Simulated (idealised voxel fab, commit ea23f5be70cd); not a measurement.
The name of this process module is voxel local oxidation.
cross-section cut | 290 nm wide | cells 5 nm
Cross-section, as written here: a square-cell grid given band by band from the top down, where a band holds one or more rows of cells. Band: top and bottom heights (nm) first, top before bottom; then materials from left to right, widths in nm. "edge to edge" marks a sole material filling the band edge to edge. "empty" denotes empty space. Counting heights begins at 0, where everything beneath is, in the wafer as received, one material. The lowest band has no bottom; it goes on downwards, as "0 down" shows. So if you see something like "30..40" for the width, read it as the top row of the band sitting at the first number and the bottom row at the second, with every row in between moving by the same amount as the last. Step note "remains unaltered" = no cross-section cell changed. Enclosed voids (no open way to top), threshold 8 cells or more, entry "Closed void register", notation width x height at distance, distance from left edge, nm. If you see something after the settings on a step's line, that's the simulator's own remark about that step. You can add "overlay nm" to a step's line. For a step with a mask, it describes how far the mask lay to the right of its planned position, and a negative number describes a lay to the left.

## Steps planned for the process
1: RECEIVE,material Si
2: CONFORMAL_DEP,material SiO2,thk nm 5
3: CONFORMAL_DEP,material SiN,thk nm 15
4: MASKED_ETCH,tone cover,mask id ACTIVE,width nm 90,pitch nm 130,etch materials SiN,depth nm 15,overlay nm -15
5: SELECTIVE_ETCH,etch materials SiO2,depth nm 5
6: OXIDIZE,depth nm 15
7: STRIP,etch materials SiN
Variable across wafers: step 4 overlay nm (plan value is that of the first wafer; starting state common to all).

## Sectional view: first of several wafers, as received, after step 1
	0 down = Si edge to edge
	Closed void register: none

## Take a look at the first of several wafers in cross-section: the module is done, and step 7 was its last step
	5 to 0 = empty=25 / SiO2=80 / empty=50 / SiO2=80 / empty=55
	0 to -15 = SiO2=40 / Si=50 / SiO2=80 / Si=50 / SiO2=70
	-15 down = Si edge to edge
	Closed void register: none

## Cross-section of the last wafer at end of module
	5 to 0 = empty=55 / SiO2=80 / empty=50 / SiO2=80 / empty=25
	0 to -15 = SiO2=70 / Si=50 / SiO2=80 / Si=50 / SiO2=40
	-15 down = Si edge to edge
	Closed void register: none

## Where each wafer stands at the end of the module, a row apiece: cells of each material gained (+) or lost (-) since it was received, then closed voids
overlay nm -15; -114 Si; +146 SiO2; Closed void register: none
overlay nm -10; -114 Si; +146 SiO2; Closed void register: none
overlay nm -5; -114 Si; +146 SiO2; Closed void register: none
overlay nm 0; -114 Si; +146 SiO2; Closed void register: none
overlay nm 5; -114 Si; +146 SiO2; Closed void register: none
overlay nm 10; -114 Si; +146 SiO2; Closed void register: none
overlay nm 15; -114 Si; +146 SiO2; Closed void register: none
